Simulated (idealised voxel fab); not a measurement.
voxel capacitor over wiring: a process module
It is cross-section cut that appears here, measuring 230 nm in width, its square cells being 5 nm in size.
Bands, listed from the top down, are how a cross-section gets written in this document; the cross-section itself is a grid of square cells, and a band is one or more rows of them.
Look at the band entry: it leads with the top's height and the bottom's height in nm. Then it lists the materials left to right, with a width in nm for each. The word "full width" on a single material says that material fills the band edge to edge. The word "blank" is empty space.
Ref level 0: as-received wafer is one material below here. Bottom band extends down with no lower bound ("from 0 down").
You'd read "30->40" like this: the band's top row of cells is as wide as the first number, its bottom row is as wide as the second, and going down, every row changes width by the same amount as the row before did.
Step note "all unchanged" = no cross-section cell changed.
"Cavities, sealed" means: voids of 8 cells or more that are shut off from the top with no open way through. Written width x height at distance, distance from the left edge, in nm.
Post-settings text on a step line: simulator's own remark regarding the step.
Steps that use a mask can have "overlay nm" on their line. It says how far the mask sat to the right of where it was meant to be. Negative means to the left.
Planned process steps:
1 RECEIVE | material Si
2 CONFORMAL_DEP | material SiO2 | thk nm 15
3 CONFORMAL_DEP | material SiCN | thk nm 5
4 DIRECTIONAL_DEP | material lowk | thk nm 25
5 DIRECTIONAL_DEP | material aC | thk nm 15
6 PATTERN | tone open | mask id METAL_1 | material resist | width nm 25 | pitch nm 95 | thk nm 35 | overlay nm 0
7 DIRECTIONAL_ETCH | etch materials aC | depth nm 15
8 STRIP | etch materials resist
9 DIRECTIONAL_ETCH | etch materials lowk | depth nm 25
10 DIRECTIONAL_ETCH | etch materials SiCN | depth nm 5
11 STRIP | etch materials aC
12 CONFORMAL_DEP | material TiN | thk nm 5
13 FILL_DEP | material Ru | thk nm 5
14 CMP | height nm 45
15 CONFORMAL_DEP | material SiCN | thk nm 5
16 DIRECTIONAL_DEP | material lowk | thk nm 15
17 DIRECTIONAL_DEP | material aC | thk nm 15
18 PATTERN | tone open | mask id PLUG_1 | material resist | width nm 15 | thk nm 30 | overlay nm 0
19 DIRECTIONAL_ETCH | etch materials aC | depth nm 15
20 STRIP | etch materials resist
21 DIRECTIONAL_ETCH | etch materials lowk | depth nm 15
22 DIRECTIONAL_ETCH | etch materials SiCN | depth nm 5
23 STRIP | etch materials aC
24 CONFORMAL_DEP | material TiN | thk nm 5
25 FILL_DEP | material W | thk nm 5
26 CMP | height nm 65
27 DIRECTIONAL_DEP | material TiN | thk nm 5
28 DIRECTIONAL_DEP | material Al2O3 | thk nm 5
29 DIRECTIONAL_DEP | material TiN | thk nm 5
30 DIRECTIONAL_DEP | material aC | thk nm 10
31 PATTERN | tone cover | mask id UPPER_PLATE | material resist | width nm 75 | thk nm 30 | overlay nm 0
32 DIRECTIONAL_ETCH | etch materials aC | depth nm 10
33 STRIP | etch materials resist
34 DIRECTIONAL_ETCH | etch materials TiN | depth nm 5
35 DIRECTIONAL_ETCH | etch materials Al2O3 | depth nm 5
36 STRIP | etch materials aC
37 MASKED_ETCH | tone cover | mask id LOWER_PLATE | width nm 85 | etch materials TiN | depth nm 5 | overlay nm 0
38 FILL_DEP | material SiO2 | thk nm 20
39 CMP | height nm 95
40 PATTERN | tone open | mask id PLUG_2 | material resist | width nm 15 | thk nm 15 | overlay nm 0
41 DIRECTIONAL_ETCH | etch materials SiO2 | depth nm 15
42 STRIP | etch materials resist
43 CONFORMAL_DEP | material TiN | thk nm 5
44 FILL_DEP | material Cu | thk nm 5
45 CMP | height nm 95
46 CONFORMAL_DEP | material SiCN | thk nm 5
So this is the incoming wafer in cross-section - it's already been through step 1:
  from 0 down | Si full width
  Cavities, sealed: none
Sectioned view, first of two wafers, at the close of the module, processed as intended in the plan:
  from 100 to 95 | SiCN full width
  from 95 to 85 | SiO2 (75); TiN (5); Cu (5); TiN (5); SiO2 (140)
  from 85 to 75 | SiO2 (75->65); TiN (15->75); SiO2 (140->90)
  from 75 to 70 | SiO2 (65); Al2O3 (75); SiO2 (90)
  from 70 to 65 | SiO2 (60); TiN (85); SiO2 (85)
  from 65 to 50 | lowk (65); TiN (5); W (5); TiN (5); lowk (150)
  from 50 to 45 | SiCN (65); TiN (15); SiCN (150)
  from 45 to 20 | lowk (55); TiN (5); Ru (15); TiN (5); lowk (70); TiN (5); Ru (15); TiN (5); lowk (55)
  from 20 to 15 | SiCN (55); TiN (25); SiCN (70); TiN (25); SiCN (55)
  from 15 to 0 | SiO2 full width
  from 0 down | Si full width
  Cavities, sealed: none
Second wafer of the two, sectioned at the end of the module. It began like the first and followed the same plan, but one mistake was made while running it:
  from 100 to 95 | SiCN full width
  from 95 to 85 | SiO2 (75); TiN (5); Cu (5); TiN (5); SiO2 (140)
  from 85 to 80 | SiO2 (75); TiN (15); SiO2 (140)
  from 80 to 75 | SiO2 (65); Al2O3 (75); SiO2 (90)
  from 75 to 70 | SiO2 (60); TiN (85); SiO2 (85)
  from 70 to 65 | TiN full width
  from 65 to 50 | lowk (65); TiN (5); W (5); TiN (5); lowk (150)
  from 50 to 45 | SiCN (65); TiN (15); SiCN (150)
  from 45 to 20 | lowk (55); TiN (5); Ru (15); TiN (5); lowk (70); TiN (5); Ru (15); TiN (5); lowk (55)
  from 20 to 15 | SiCN (55); TiN (25); SiCN (70); TiN (25); SiCN (55)
  from 15 to 0 | SiO2 full width
  from 0 down | Si full width
  Cavities, sealed: none
Diagnosis: mixed up steps 28 and 29 - ran each in the other's place
Once processing is complete, comparing cell counts shows that the second wafer has more or fewer of certain materials than the first: SiO2: 31 fewer | TiN: 31 more
